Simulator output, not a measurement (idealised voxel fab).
The document below concerns the process module designated voxel transistor to metal.
185 nm wide, 5 nm square cells: that's cross-section cut.
A cross-section is a grid of square cells, given in bands from the top down. A band is one or more rows of cells.
Heads up on the band format: heights come first, top then bottom, in nm. After that it's the materials left to right, each with its width in nm. A single material flagged "all across" fills the whole band edge to edge, and "empty" means there's empty space there.
Heights from 0 (as-received wafer is one material below). Bottom band endless downward, as "0 and below".
Think of "30 to 40" as a width that walks from the first number to the second as you go down the band, top row to bottom row, taking equal-sized steps from row to row.
For the purposes of this document, the phrase "changes: none" attached to a step denotes that no cell within the cross-section was modified by that step.
The entry "Entrapped voids" lists the empty spaces that cover at least 8 cells and have no open path to the top. Each is written as width x height at distance, where the distance is measured from the left edge and all three values are in nm.
Anything after a step's settings on that line? It's the simulator's own note about the step.
overlay nm: where the mask lay relative to plan, measured to the right, on steps with a mask; negatives go left.
The following list gives the planned process steps
- 1: RECEIVE [material Si]
- 2: OXIDIZE [depth nm 5]
- 3: CONFORMAL_DEP [material SiN] [thk nm 15]
- 4: DIRECTIONAL_DEP [material aC] [thk nm 10]
- 5: PATTERN [tone cover] [mask id ACTIVE] [material resist] [width nm 105] [thk nm 30] [overlay nm 0]
- 6: DIRECTIONAL_ETCH [etch materials aC] [depth nm 10]
- 7: STRIP [etch materials resist]
- 8: DIRECTIONAL_ETCH [etch materials SiN] [depth nm 15]
- 9: DIRECTIONAL_ETCH [etch materials SiO2] [depth nm 5]
- 10: DIRECTIONAL_ETCH [etch materials Si] [depth nm 35]
- 11: STRIP [etch materials aC]
- 12: FILL_DEP [material SiO2] [thk nm 10]
- 13: CMP [height nm 15]
- 14: SELECTIVE_ETCH [etch materials SiO2] [depth nm 10]
- 15: STRIP [etch materials SiN]
- 16: SELECTIVE_ETCH [etch materials SiO2] [depth nm 5]
- 17: OXIDIZE [depth nm 5]
- 18: DIRECTIONAL_DEP [material polySi] [thk nm 20]
- 19: DIRECTIONAL_DEP [material SiCN] [thk nm 10]
- 20: MASKED_ETCH [tone cover] [mask id GATE] [width nm 25] [etch materials SiCN] [depth nm 20] [overlay nm 0]
- 21: MASKED_ETCH [tone cover] [mask id GATE] [width nm 25] [etch materials polySi] [depth nm 30] [overlay nm 0]
- 22: CONFORMAL_DEP [material SiN] [thk nm 5]
- 23: DIRECTIONAL_ETCH [etch materials SiN] [depth nm 5]
- 24: DIRECTIONAL_ETCH [etch materials SiO2] [depth nm 5]
- 25: DIRECTIONAL_ETCH [etch materials Si] [depth nm 10]
- 26: EPI [material pSi] [thk nm 10]
- 27: FILL_DEP [material SiO2] [thk nm 10]
- 28: CMP [height nm 25]
- 29: DIRECTIONAL_DEP [material SiO2] [thk nm 10]
- 30: PATTERN [tone open] [mask id CONTACT] [material resist] [width nm 30] [pitch nm 65] [thk nm 15] [overlay nm 0]
- 31: DIRECTIONAL_ETCH [etch materials SiO2] [depth nm 45]
- 32: STRIP [etch materials resist]
- 33: CONFORMAL_DEP [material TiN] [thk nm 5]
- 34: FILL_DEP [material Ru] [thk nm 10]
- 35: CMP [height nm 35]
- 36: DIRECTIONAL_DEP [material TiN] [thk nm 5]
- 37: DIRECTIONAL_DEP [material W] [thk nm 20]
- 38: DIRECTIONAL_DEP [material aC] [thk nm 15]
- 39: PATTERN [tone cover] [mask id METAL_1] [material resist] [width nm 15] [pitch nm 80] [thk nm 35] [overlay nm 0]
- 40: DIRECTIONAL_ETCH [etch materials aC] [depth nm 15]
- 41: STRIP [etch materials resist]
- 42: DIRECTIONAL_ETCH [etch materials W] [depth nm 20]
- 43: DIRECTIONAL_ETCH [etch materials TiN] [depth nm 5]
- 44: STRIP [etch materials aC]
- 45: FILL_DEP [material SiO2] [thk nm 10]
- 46: CMP [height nm 60]
- 47: CONFORMAL_DEP [material SiCN] [thk nm 5]
- 48: DIRECTIONAL_DEP [material lowk] [thk nm 30]
- 49: DIRECTIONAL_DEP [material aC] [thk nm 10]
- 50: PATTERN [tone open] [mask id METAL_2] [material resist] [width nm 15] [pitch nm 80] [thk nm 25] [overlay nm 0]
- 51: DIRECTIONAL_ETCH [etch materials aC] [depth nm 10]
- 52: STRIP [etch materials resist]
- 53: DIRECTIONAL_ETCH [etch materials lowk] [depth nm 15]
- 54: STRIP [etch materials aC]
- 55: DIRECTIONAL_DEP [material aC] [thk nm 10]
- 56: PATTERN [tone open] [mask id METAL_2_HOLES] [material resist] [width nm 15] [pitch nm 80] [thk nm 25] [overlay nm 0]
- 57: DIRECTIONAL_ETCH [etch materials aC] [depth nm 10]
- 58: STRIP [etch materials resist]
- 59: DIRECTIONAL_ETCH [etch materials lowk] [depth nm 15]
- 60: DIRECTIONAL_ETCH [etch materials SiCN] [depth nm 5]
- 61: STRIP [etch materials aC]
- 62: CONFORMAL_DEP [material TiN] [thk nm 5]
- 63: FILL_DEP [material Cu] [thk nm 10]
- 64: CMP [height nm 95]
- 65: CONFORMAL_DEP [material SiCN] [thk nm 5]
Of two wafers, the first: run according to plan
Cross-section, incoming material, after step 1
- 0 and below: Si all across
- Entrapped voids: none
Cross-section of the wafer after step 2
- 0 down to -5: SiO2 all across
- Below -5 it's all the same as before, nothing changed down there.
Cross-section of the wafer after step 3
- 15 down to 0: SiN all across
- Below 0 it's all the same as before, nothing changed down there.
Cross-section of the wafer after step 4
- 25 down to 15: aC all across
- Below 15 it's all the same as before, nothing changed down there.
Cross-section of the wafer after step 5
- 55 down to 25: empty 40  resist 105  empty 40
- Below 25 it's all the same as before, nothing changed down there.
Cross-section of the wafer after step 6
- 45 down to 25: empty 40  resist 105  empty 40
- 25 down to 15: empty 40  aC 105  empty 40
- Below 15 it's all the same as before, nothing changed down there.
Cross-section of the wafer after step 7
- 25 down to 15: empty 40  aC 105  empty 40
- Below 15 it's all the same as before, nothing changed down there.
Cross-section of the wafer after step 8
- 25 down to 15: empty 40  aC 105  empty 40
- 15 down to 0: empty 40  SiN 105  empty 40
- Below 0 it's all the same as before, nothing changed down there.
Cross-section of the wafer after step 9
- 25 down to 15: empty 40  aC 105  empty 40
- 15 down to 0: empty 40  SiN 105  empty 40
- 0 down to -5: empty 40  SiO2 105  empty 40
- Below -5 it's all the same as before, nothing changed down there.
Cross-section of the wafer after step 10
- 25 down to 15: empty 40  aC 105  empty 40
- 15 down to 0: empty 40  SiN 105  empty 40
- 0 down to -5: empty 40  SiO2 105  empty 40
- -5 down to -40: empty 40  Si 105  empty 40
- Below -40 it's all the same as before, nothing changed down there.
Cross-section of the wafer after step 11
- 15 down to 0: empty 40  SiN 105  empty 40
- Below 0 it's all the same as before, nothing changed down there.
Cross-section of the wafer after step 12
- 25 down to 15: SiO2 all across
- 15 down to 0: SiO2 40  SiN 105  SiO2 40
- 0 down to -5: SiO2 all across
- -5 down to -40: SiO2 40  Si 105  SiO2 40
- Below -40 it's all the same as before, nothing changed down there.
Cross-section of the wafer after step 13
- 15 down to 0: SiO2 40  SiN 105  SiO2 40
- Below 0 it's all the same as before, nothing changed down there.
Cross-section of the wafer after step 14
- 15 down to 5: empty 40  SiN 105  empty 40
- Below 5 it's all the same as before, nothing changed down there.
Cross-section of the wafer after step 15
- 5 down to 0: SiO2 40  empty 105  SiO2 40
- Below 0 it's all the same as before, nothing changed down there.
Cross-section of the wafer after step 16
- 0 down to -5: SiO2 35  empty 115  SiO2 35
- Below -5 it's all the same as before, nothing changed down there.
Cross-section of the wafer after step 17
- 0 down to -5: SiO2 35  empty 115  SiO2 35
- -5 down to -10: SiO2 all across
- Below -10 it's all the same as before, nothing changed down there.
Cross-section of the wafer after step 18
- 20 down to 15: polySi 35  empty 115  polySi 35
- 15 down to 0: polySi all across
- 0 down to -5: SiO2 35  polySi 115  SiO2 35
- Below -5 it's all the same as before, nothing changed down there.
Cross-section of the wafer after step 19
- 30 down to 25: SiCN 35  empty 115  SiCN 35
- 25 down to 20: SiCN all across
- 20 down to 15: polySi 35  SiCN 115  polySi 35
- Below 15 it's all the same as before, nothing changed down there.
Cross-section of the wafer after step 20
- 25 down to 20: empty 80  SiCN 25  empty 80
- 20 down to 15: polySi 35  empty 45  SiCN 25  empty 45  polySi 35
- Below 15 it's all the same as before, nothing changed down there.
Cross-section of the wafer after step 21
- 25 down to 15: empty 80  SiCN 25  empty 80
- 15 down to 0: empty 80  polySi 25  empty 80
- 0 down to -5: SiO2 35  empty 45  polySi 25  empty 45  SiO2 35
- Below -5 it's all the same as before, nothing changed down there.
Cross-section of the wafer after step 22
- 30 down to 25: empty 75  SiN 35  empty 75
- 25 down to 15: empty 75  SiN 5  SiCN 25  SiN 5  empty 75
- 15 down to 5: empty 75  SiN 5  polySi 25  SiN 5  empty 75
- 5 down to 0: SiN 40  empty 35  SiN 5  polySi 25  SiN 5  empty 35  SiN 40
- 0 down to -5: SiO2 35  SiN 45  polySi 25  SiN 45  SiO2 35
- Below -5 it's all the same as before, nothing changed down there.
Cross-section of the wafer after step 23
- 25 down to 15: empty 75  SiN 5  SiCN 25  SiN 5  empty 75
- 15 down to 0: empty 75  SiN 5  polySi 25  SiN 5  empty 75
- 0 down to -5: SiO2 35  SiN 5  empty 35  SiN 5  polySi 25  SiN 5  empty 35  SiN 5  SiO2 35
- Below -5 it's all the same as before, nothing changed down there.
Cross-section of the wafer after step 24
- 25 down to 15: empty 75  SiN 5  SiCN 25  SiN 5  empty 75
- 15 down to 0: empty 75  SiN 5  polySi 25  SiN 5  empty 75
- 0 down to -5: empty 35  SiN 5  empty 35  SiN 5  polySi 25  SiN 5  empty 35  SiN 5  empty 35
- -5 down to -10: SiO2 40  empty 35  SiO2 35  empty 35  SiO2 40
- Below -10 it's all the same as before, nothing changed down there.
Cross-section of the wafer after step 25
- 25 down to 15: empty 75  SiN 5  SiCN 25  SiN 5  empty 75
- 15 down to 0: empty 75  SiN 5  polySi 25  SiN 5  empty 75
- 0 down to -5: empty 35  SiN 5  empty 35  SiN 5  polySi 25  SiN 5  empty 35  SiN 5  empty 35
- -5 down to -10: SiO2 40  empty 35  SiO2 35  empty 35  SiO2 40
- -10 down to -20: SiO2 40  empty 35  Si 35  empty 35  SiO2 40
- Below -20 it's all the same as before, nothing changed down there.
Cross-section of the wafer after step 26
- 25 down to 15: empty 75  SiN 5  SiCN 25  SiN 5  empty 75
- 15 down to 0: empty 75  SiN 5  polySi 25  SiN 5  empty 75
- 0 down to -5: empty 35  SiN 5  empty 25  pSi 10  SiN 5  polySi 25  SiN 5  pSi 10  empty 25  SiN 5  empty 35
- -5 down to -10: SiO2 40  empty 25  pSi 10  SiO2 35  pSi 10  empty 25  SiO2 40
- -10 down to -20: SiO2 40  pSi 35  Si 35  pSi 35  SiO2 40
- Below -20 it's all the same as before, nothing changed down there.
Cross-section of the wafer after step 27
- 35 down to 25: SiO2 all across
- 25 down to 15: SiO2 75  SiN 5  SiCN 25  SiN 5  SiO2 75
- 15 down to 0: SiO2 75  SiN 5  polySi 25  SiN 5  SiO2 75
- 0 down to -5: SiO2 35  SiN 5  SiO2 25  pSi 10  SiN 5  polySi 25  SiN 5  pSi 10  SiO2 25  SiN 5  SiO2 35
- -5 down to -10: SiO2 65  pSi 10  SiO2 35  pSi 10  SiO2 65
- Below -10 it's all the same as before, nothing changed down there.
Cross-section of the wafer after step 28
- 25 down to 15: SiO2 75  SiN 5  SiCN 25  SiN 5  SiO2 75
- Below 15 it's all the same as before, nothing changed down there.
Cross-section of the wafer after step 29
- 35 down to 25: SiO2 all across
- Below 25 it's all the same as before, nothing changed down there.
Cross-section of the wafer after step 30
- 50 down to 35: resist 45  empty 30  resist 35  empty 30  resist 45
- Below 35 it's all the same as before, nothing changed down there.
Cross-section of the wafer after step 31
- 50 down to 35: resist 45  empty 30  resist 35  empty 30  resist 45
- 35 down to 25: SiO2 45  empty 30  SiO2 35  empty 30  SiO2 45
- 25 down to 15: SiO2 45  empty 30  SiN 5  SiCN 25  SiN 5  empty 30  SiO2 45
- 15 down to 0: SiO2 45  empty 30  SiN 5  polySi 25  SiN 5  empty 30  SiO2 45
- 0 down to -5: SiO2 35  SiN 5  SiO2 5  empty 20  pSi 10  SiN 5  polySi 25  SiN 5  pSi 10  empty 20  SiO2 5  SiN 5  SiO2 35
- -5 down to -10: SiO2 45  empty 20  pSi 10  SiO2 35  pSi 10  empty 20  SiO2 45
- Below -10 it's all the same as before, nothing changed down there.
Cross-section of the wafer after step 32
- 35 down to 25: SiO2 45  empty 30  SiO2 35  empty 30  SiO2 45
- Below 25 it's all the same as before, nothing changed down there.
Cross-section of the wafer after step 33
- 40 down to 35: TiN 50  empty 20  TiN 45  empty 20  TiN 50
- 35 down to 25: SiO2 45  TiN 5  empty 20  TiN 5  SiO2 35  TiN 5  empty 20  TiN 5  SiO2 45
- 25 down to 15: SiO2 45  TiN 5  empty 20  TiN 5  SiN 5  SiCN 25  SiN 5  TiN 5  empty 20  TiN 5  SiO2 45
- 15 down to 5: SiO2 45  TiN 5  empty 20  TiN 5  SiN 5  polySi 25  SiN 5  TiN 5  empty 20  TiN 5  SiO2 45
- 5 down to 0: SiO2 45  TiN 5  empty 10  TiN 15  SiN 5  polySi 25  SiN 5  TiN 15  empty 10  TiN 5  SiO2 45
- 0 down to -5: SiO2 35  SiN 5  SiO2 5  TiN 5  empty 10  TiN 5  pSi 10  SiN 5  polySi 25  SiN 5  pSi 10  TiN 5  empty 10  TiN 5  SiO2 5  SiN 5  SiO2 35
- -5 down to -10: SiO2 45  TiN 20  pSi 10  SiO2 35  pSi 10  TiN 20  SiO2 45
- Below -10 it's all the same as before, nothing changed down there.
Cross-section of the wafer after step 34
- 50 down to 40: Ru all across
- 40 down to 35: TiN 50  Ru 20  TiN 45  Ru 20  TiN 50
- 35 down to 25: SiO2 45  TiN 5  Ru 20  TiN 5  SiO2 35  TiN 5  Ru 20  TiN 5  SiO2 45
- 25 down to 15: SiO2 45  TiN 5  Ru 20  TiN 5  SiN 5  SiCN 25  SiN 5  TiN 5  Ru 20  TiN 5  SiO2 45
- 15 down to 5: SiO2 45  TiN 5  Ru 20  TiN 5  SiN 5  polySi 25  SiN 5  TiN 5  Ru 20  TiN 5  SiO2 45
- 5 down to 0: SiO2 45  TiN 5  Ru 10  TiN 15  SiN 5  polySi 25  SiN 5  TiN 15  Ru 10  TiN 5  SiO2 45
- 0 down to -5: SiO2 35  SiN 5  SiO2 5  TiN 5  Ru 10  TiN 5  pSi 10  SiN 5  polySi 25  SiN 5  pSi 10  TiN 5  Ru 10  TiN 5  SiO2 5  SiN 5  SiO2 35
- Below -5 it's all the same as before, nothing changed down there.
Cross-section of the wafer after step 35
- 35 down to 25: SiO2 45  TiN 5  Ru 20  TiN 5  SiO2 35  TiN 5  Ru 20  TiN 5  SiO2 45
- Below 25 it's all the same as before, nothing changed down there.
Cross-section of the wafer after step 36
- 40 down to 35: TiN all across
- Below 35 it's all the same as before, nothing changed down there.
Cross-section of the wafer after step 37
- 60 down to 40: W all across
- Below 40 it's all the same as before, nothing changed down there.
Cross-section of the wafer after step 38
- 75 down to 60: aC all across
- Below 60 it's all the same as before, nothing changed down there.
Cross-section of the wafer after step 39
- 110 down to 75: empty 45  resist 15  empty 65  resist 15  empty 45
- Below 75 it's all the same as before, nothing changed down there.
Cross-section of the wafer after step 40
- 95 down to 75: empty 45  resist 15  empty 65  resist 15  empty 45
- 75 down to 60: empty 45  aC 15  empty 65  aC 15  empty 45
- Below 60 it's all the same as before, nothing changed down there.
Cross-section of the wafer after step 41
- 75 down to 60: empty 45  aC 15  empty 65  aC 15  empty 45
- Below 60 it's all the same as before, nothing changed down there.
Cross-section of the wafer after step 42
- 75 down to 60: empty 45  aC 15  empty 65  aC 15  empty 45
- 60 down to 40: empty 45  W 15  empty 65  W 15  empty 45
- Below 40 it's all the same as before, nothing changed down there.
Cross-section of the wafer after step 43
- 75 down to 60: empty 45  aC 15  empty 65  aC 15  empty 45
- 60 down to 40: empty 45  W 15  empty 65  W 15  empty 45
- 40 down to 35: empty 45  TiN 15  empty 65  TiN 15  empty 45
- Below 35 it's all the same as before, nothing changed down there.
Cross-section of the wafer after step 44
- 60 down to 40: empty 45  W 15  empty 65  W 15  empty 45
- Below 40 it's all the same as before, nothing changed down there.
Cross-section of the wafer after step 45
- 70 down to 60: SiO2 all across
- 60 down to 40: SiO2 45  W 15  SiO2 65  W 15  SiO2 45
- 40 down to 35: SiO2 45  TiN 15  SiO2 65  TiN 15  SiO2 45
- Below 35 it's all the same as before, nothing changed down there.
Cross-section of the wafer after step 46
- 60 down to 40: SiO2 45  W 15  SiO2 65  W 15  SiO2 45
- Below 40 it's all the same as before, nothing changed down there.
Cross-section of the wafer after step 47
- 65 down to 60: SiCN all across
- Below 60 it's all the same as before, nothing changed down there.
Cross-section of the wafer after step 48
- 95 down to 65: lowk all across
- Below 65 it's all the same as before, nothing changed down there.
Cross-section of the wafer after step 49
- 105 down to 95: aC all across
- Below 95 it's all the same as before, nothing changed down there.
Cross-section of the wafer after step 50
- 130 down to 105: resist 45  empty 15  resist 65  empty 15  resist 45
- Below 105 it's all the same as before, nothing changed down there.
Cross-section of the wafer after step 51
- 120 down to 105: resist 45  empty 15  resist 65  empty 15  resist 45
- 105 down to 95: aC 45  empty 15  aC 65  empty 15  aC 45
- Below 95 it's all the same as before, nothing changed down there.
Cross-section of the wafer after step 52
- 105 down to 95: aC 45  empty 15  aC 65  empty 15  aC 45
- Below 95 it's all the same as before, nothing changed down there.
Cross-section of the wafer after step 53
- 105 down to 95: aC 45  empty 15  aC 65  empty 15  aC 45
- 95 down to 80: lowk 45  empty 15  lowk 65  empty 15  lowk 45
- Below 80 it's all the same as before, nothing changed down there.
Cross-section of the wafer after step 54
- 95 down to 80: lowk 45  empty 15  lowk 65  empty 15  lowk 45
- Below 80 it's all the same as before, nothing changed down there.
Cross-section of the wafer after step 55
- 105 down to 95: aC 45  empty 15  aC 65  empty 15  aC 45
- 95 down to 90: lowk 45  empty 15  lowk 65  empty 15  lowk 45
- 90 down to 80: lowk 45  aC 15  lowk 65  aC 15  lowk 45
- Below 80 it's all the same as before, nothing changed down there.
Cross-section of the wafer after step 56
- 130 down to 105: resist 45  empty 15  resist 65  empty 15  resist 45
- Below 105 it's all the same as before, nothing changed down there.
Cross-section of the wafer after step 57
- 120 down to 105: resist 45  empty 15  resist 65  empty 15  resist 45
- 105 down to 95: aC 45  empty 15  aC 65  empty 15  aC 45
- 95 down to 80: lowk 45  empty 15  lowk 65  empty 15  lowk 45
- Below 80 it's all the same as before, nothing changed down there.
Cross-section of the wafer after step 58
- 105 down to 95: aC 45  empty 15  aC 65  empty 15  aC 45
- Below 95 it's all the same as before, nothing changed down there.
Cross-section of the wafer after step 59
- 105 down to 95: aC 45  empty 15  aC 65  empty 15  aC 45
- 95 down to 65: lowk 45  empty 15  lowk 65  empty 15  lowk 45
- Below 65 it's all the same as before, nothing changed down there.
Cross-section of the wafer after step 60
- 105 down to 95: aC 45  empty 15  aC 65  empty 15  aC 45
- 95 down to 65: lowk 45  empty 15  lowk 65  empty 15  lowk 45
- 65 down to 60: SiCN 45  empty 15  SiCN 65  empty 15  SiCN 45
- Below 60 it's all the same as before, nothing changed down there.
Cross-section of the wafer after step 61
- 95 down to 65: lowk 45  empty 15  lowk 65  empty 15  lowk 45
- Below 65 it's all the same as before, nothing changed down there.
Cross-section of the wafer after step 62
- 100 down to 95: TiN 50  empty 5  TiN 75  empty 5  TiN 50
- 95 down to 65: lowk 45  TiN 5  empty 5  TiN 5  lowk 65  TiN 5  empty 5  TiN 5  lowk 45
- 65 down to 60: SiCN 45  TiN 15  SiCN 65  TiN 15  SiCN 45
- Below 60 it's all the same as before, nothing changed down there.
Cross-section of the wafer after step 63
- 110 down to 100: Cu all across
- 100 down to 95: TiN 50  Cu 5  TiN 75  Cu 5  TiN 50
- 95 down to 65: lowk 45  TiN 5  Cu 5  TiN 5  lowk 65  TiN 5  Cu 5  TiN 5  lowk 45
- Below 65 it's all the same as before, nothing changed down there.
Cross-section of the wafer after step 64
- 95 down to 65: lowk 45  TiN 5  Cu 5  TiN 5  lowk 65  TiN 5  Cu 5  TiN 5  lowk 45
- Below 65 it's all the same as before, nothing changed down there.
Cross-section of the wafer after step 65
- 100 down to 95: SiCN all across
- Below 95 it's all the same as before, nothing changed down there.
Second wafer. Start and plan as for the first. One mistake made in running. Agrees with the first up to and including step 29
What the second wafer looks like in cross-section when step 30 should have wrapped up
- 50 down to 35: empty 45  resist 30  empty 35  resist 30  empty 45
- Below 35 it's all the same as before, nothing changed down there.
What the second wafer looks like in cross-section when step 31 should have wrapped up
- 50 down to 35: empty 45  resist 30  empty 35  resist 30  empty 45
- 35 down to 25: empty 45  SiO2 30  empty 35  SiO2 30  empty 45
- 25 down to 15: empty 45  SiO2 30  SiN 5  SiCN 25  SiN 5  SiO2 30  empty 45
- 15 down to 0: empty 45  SiO2 30  SiN 5  polySi 25  SiN 5  SiO2 30  empty 45
- 0 down to -5: empty 35  SiN 5  empty 5  SiO2 20  pSi 10  SiN 5  polySi 25  SiN 5  pSi 10  SiO2 20  empty 5  SiN 5  empty 35
- -5 down to -10: empty 35  SiO2 5  empty 5  SiO2 20  pSi 10  SiO2 35  pSi 10  SiO2 20  empty 5  SiO2 5  empty 35
- Below -10 it's all the same as before, nothing changed down there.
What the second wafer looks like in cross-section when step 32 should have wrapped up
- 35 down to 25: empty 45  SiO2 30  empty 35  SiO2 30  empty 45
- Below 25 it's all the same as before, nothing changed down there.
What the second wafer looks like in cross-section when step 33 should have wrapped up
- 40 down to 35: empty 40  TiN 40  empty 25  TiN 40  empty 40
- 35 down to 30: empty 40  TiN 5  SiO2 30  TiN 5  empty 25  TiN 5  SiO2 30  TiN 5  empty 40
- 30 down to 25: empty 40  TiN 5  SiO2 30  TiN 35  SiO2 30  TiN 5  empty 40
- 25 down to 15: empty 40  TiN 5  SiO2 30  SiN 5  SiCN 25  SiN 5  SiO2 30  TiN 5  empty 40
- 15 down to 5: empty 40  TiN 5  SiO2 30  SiN 5  polySi 25  SiN 5  SiO2 30  TiN 5  empty 40
- 5 down to 0: empty 30  TiN 15  SiO2 30  SiN 5  polySi 25  SiN 5  SiO2 30  TiN 15  empty 30
- 0 down to -5: empty 30  TiN 5  SiN 5  TiN 5  SiO2 20  pSi 10  SiN 5  polySi 25  SiN 5  pSi 10  SiO2 20  TiN 5  SiN 5  TiN 5  empty 30
- -5 down to -10: TiN 35  SiO2 5  TiN 5  SiO2 20  pSi 10  SiO2 35  pSi 10  SiO2 20  TiN 5  SiO2 5  TiN 35
- Below -10 it's all the same as before, nothing changed down there.
What the second wafer looks like in cross-section when step 34 should have wrapped up
- 50 down to 40: Ru all across
- 40 down to 35: Ru 40  TiN 40  Ru 25  TiN 40  Ru 40
- 35 down to 30: Ru 40  TiN 5  SiO2 30  TiN 5  Ru 25  TiN 5  SiO2 30  TiN 5  Ru 40
- 30 down to 25: Ru 40  TiN 5  SiO2 30  TiN 35  SiO2 30  TiN 5  Ru 40
- 25 down to 15: Ru 40  TiN 5  SiO2 30  SiN 5  SiCN 25  SiN 5  SiO2 30  TiN 5  Ru 40
- 15 down to 5: Ru 40  TiN 5  SiO2 30  SiN 5  polySi 25  SiN 5  SiO2 30  TiN 5  Ru 40
- 5 down to 0: Ru 30  TiN 15  SiO2 30  SiN 5  polySi 25  SiN 5  SiO2 30  TiN 15  Ru 30
- 0 down to -5: Ru 30  TiN 5  SiN 5  TiN 5  SiO2 20  pSi 10  SiN 5  polySi 25  SiN 5  pSi 10  SiO2 20  TiN 5  SiN 5  TiN 5  Ru 30
- Below -5 it's all the same as before, nothing changed down there.
What the second wafer looks like in cross-section when step 35 should have wrapped up
- 35 down to 30: Ru 40  TiN 5  SiO2 30  TiN 5  Ru 25  TiN 5  SiO2 30  TiN 5  Ru 40
- Below 30 it's all the same as before, nothing changed down there.
What the second wafer looks like in cross-section when step 36 should have wrapped up
- 40 down to 35: TiN all across
- Below 35 it's all the same as before, nothing changed down there.
What the second wafer looks like in cross-section when step 37 should have wrapped up
- 60 down to 40: W all across
- Below 40 it's all the same as before, nothing changed down there.
What the second wafer looks like in cross-section when step 38 should have wrapped up
- 75 down to 60: aC all across
- Below 60 it's all the same as before, nothing changed down there.
What the second wafer looks like in cross-section when step 39 should have wrapped up
- 110 down to 75: empty 45  resist 15  empty 65  resist 15  empty 45
- Below 75 it's all the same as before, nothing changed down there.
What the second wafer looks like in cross-section when step 40 should have wrapped up
- 95 down to 75: empty 45  resist 15  empty 65  resist 15  empty 45
- 75 down to 60: empty 45  aC 15  empty 65  aC 15  empty 45
- Below 60 it's all the same as before, nothing changed down there.
What the second wafer looks like in cross-section when step 41 should have wrapped up
- 75 down to 60: empty 45  aC 15  empty 65  aC 15  empty 45
- Below 60 it's all the same as before, nothing changed down there.
What the second wafer looks like in cross-section when step 42 should have wrapped up
- 75 down to 60: empty 45  aC 15  empty 65  aC 15  empty 45
- 60 down to 40: empty 45  W 15  empty 65  W 15  empty 45
- Below 40 it's all the same as before, nothing changed down there.
What the second wafer looks like in cross-section when step 43 should have wrapped up
- 75 down to 60: empty 45  aC 15  empty 65  aC 15  empty 45
- 60 down to 40: empty 45  W 15  empty 65  W 15  empty 45
- 40 down to 35: empty 45  TiN 15  empty 65  TiN 15  empty 45
- Below 35 it's all the same as before, nothing changed down there.
What the second wafer looks like in cross-section when step 44 should have wrapped up
- 60 down to 40: empty 45  W 15  empty 65  W 15  empty 45
- Below 40 it's all the same as before, nothing changed down there.
What the second wafer looks like in cross-section when step 45 should have wrapped up
- 70 down to 60: SiO2 all across
- 60 down to 40: SiO2 45  W 15  SiO2 65  W 15  SiO2 45
- 40 down to 35: SiO2 45  TiN 15  SiO2 65  TiN 15  SiO2 45
- Below 35 it's all the same as before, nothing changed down there.
What the second wafer looks like in cross-section when step 46 should have wrapped up
- 60 down to 40: SiO2 45  W 15  SiO2 65  W 15  SiO2 45
- Below 40 it's all the same as before, nothing changed down there.
What the second wafer looks like in cross-section when step 47 should have wrapped up
- 65 down to 60: SiCN all across
- Below 60 it's all the same as before, nothing changed down there.
What the second wafer looks like in cross-section when step 48 should have wrapped up
- 95 down to 65: lowk all across
- Below 65 it's all the same as before, nothing changed down there.
What the second wafer looks like in cross-section when step 49 should have wrapped up
- 105 down to 95: aC all across
- Below 95 it's all the same as before, nothing changed down there.
What the second wafer looks like in cross-section when step 50 should have wrapped up
- 130 down to 105: resist 45  empty 15  resist 65  empty 15  resist 45
- Below 105 it's all the same as before, nothing changed down there.
What the second wafer looks like in cross-section when step 51 should have wrapped up
- 120 down to 105: resist 45  empty 15  resist 65  empty 15  resist 45
- 105 down to 95: aC 45  empty 15  aC 65  empty 15  aC 45
- Below 95 it's all the same as before, nothing changed down there.
What the second wafer looks like in cross-section when step 52 should have wrapped up
- 105 down to 95: aC 45  empty 15  aC 65  empty 15  aC 45
- Below 95 it's all the same as before, nothing changed down there.
What the second wafer looks like in cross-section when step 53 should have wrapped up
- 105 down to 95: aC 45  empty 15  aC 65  empty 15  aC 45
- 95 down to 80: lowk 45  empty 15  lowk 65  empty 15  lowk 45
- Below 80 it's all the same as before, nothing changed down there.
What the second wafer looks like in cross-section when step 54 should have wrapped up
- 95 down to 80: lowk 45  empty 15  lowk 65  empty 15  lowk 45
- Below 80 it's all the same as before, nothing changed down there.
What the second wafer looks like in cross-section when step 55 should have wrapped up
- 105 down to 95: aC 45  empty 15  aC 65  empty 15  aC 45
- 95 down to 90: lowk 45  empty 15  lowk 65  empty 15  lowk 45
- 90 down to 80: lowk 45  aC 15  lowk 65  aC 15  lowk 45
- Below 80 it's all the same as before, nothing changed down there.
What the second wafer looks like in cross-section when step 56 should have wrapped up
- 130 down to 105: resist 45  empty 15  resist 65  empty 15  resist 45
- Below 105 it's all the same as before, nothing changed down there.
What the second wafer looks like in cross-section when step 57 should have wrapped up
- 120 down to 105: resist 45  empty 15  resist 65  empty 15  resist 45
- 105 down to 95: aC 45  empty 15  aC 65  empty 15  aC 45
- 95 down to 80: lowk 45  empty 15  lowk 65  empty 15  lowk 45
- Below 80 it's all the same as before, nothing changed down there.
What the second wafer looks like in cross-section when step 58 should have wrapped up
- 105 down to 95: aC 45  empty 15  aC 65  empty 15  aC 45
- Below 95 it's all the same as before, nothing changed down there.
What the second wafer looks like in cross-section when step 59 should have wrapped up
- 105 down to 95: aC 45  empty 15  aC 65  empty 15  aC 45
- 95 down to 65: lowk 45  empty 15  lowk 65  empty 15  lowk 45
- Below 65 it's all the same as before, nothing changed down there.
What the second wafer looks like in cross-section when step 60 should have wrapped up
- 105 down to 95: aC 45  empty 15  aC 65  empty 15  aC 45
- 95 down to 65: lowk 45  empty 15  lowk 65  empty 15  lowk 45
- 65 down to 60: SiCN 45  empty 15  SiCN 65  empty 15  SiCN 45
- Below 60 it's all the same as before, nothing changed down there.
What the second wafer looks like in cross-section when step 61 should have wrapped up
- 95 down to 65: lowk 45  empty 15  lowk 65  empty 15  lowk 45
- Below 65 it's all the same as before, nothing changed down there.
What the second wafer looks like in cross-section when step 62 should have wrapped up
- 100 down to 95: TiN 50  empty 5  TiN 75  empty 5  TiN 50
- 95 down to 65: lowk 45  TiN 5  empty 5  TiN 5  lowk 65  TiN 5  empty 5  TiN 5  lowk 45
- 65 down to 60: SiCN 45  TiN 15  SiCN 65  TiN 15  SiCN 45
- Below 60 it's all the same as before, nothing changed down there.
What the second wafer looks like in cross-section when step 63 should have wrapped up
- 110 down to 100: Cu all across
- 100 down to 95: TiN 50  Cu 5  TiN 75  Cu 5  TiN 50
- 95 down to 65: lowk 45  TiN 5  Cu 5  TiN 5  lowk 65  TiN 5  Cu 5  TiN 5  lowk 45
- Below 65 it's all the same as before, nothing changed down there.
What the second wafer looks like in cross-section when step 64 should have wrapped up
- 95 down to 65: lowk 45  TiN 5  Cu 5  TiN 5  lowk 65  TiN 5  Cu 5  TiN 5  lowk 45
- Below 65 it's all the same as before, nothing changed down there.
What the second wafer looks like in cross-section when step 65 should have wrapped up
- 100 down to 95: SiCN all across
- Below 95 it's all the same as before, nothing changed down there.
Deviation from plan: step 30: run off-plan, actual operation and settings PATTERN [tone cover] [mask id CONTACT] [material resist] [width nm 30] [pitch nm 65] [thk nm 15] [overlay nm 0]
Counted in cells at the end, the second wafer holds more or fewer of these materials than the first: Ru: 69 more | SiO2: 72 fewer | TiN: 3 more
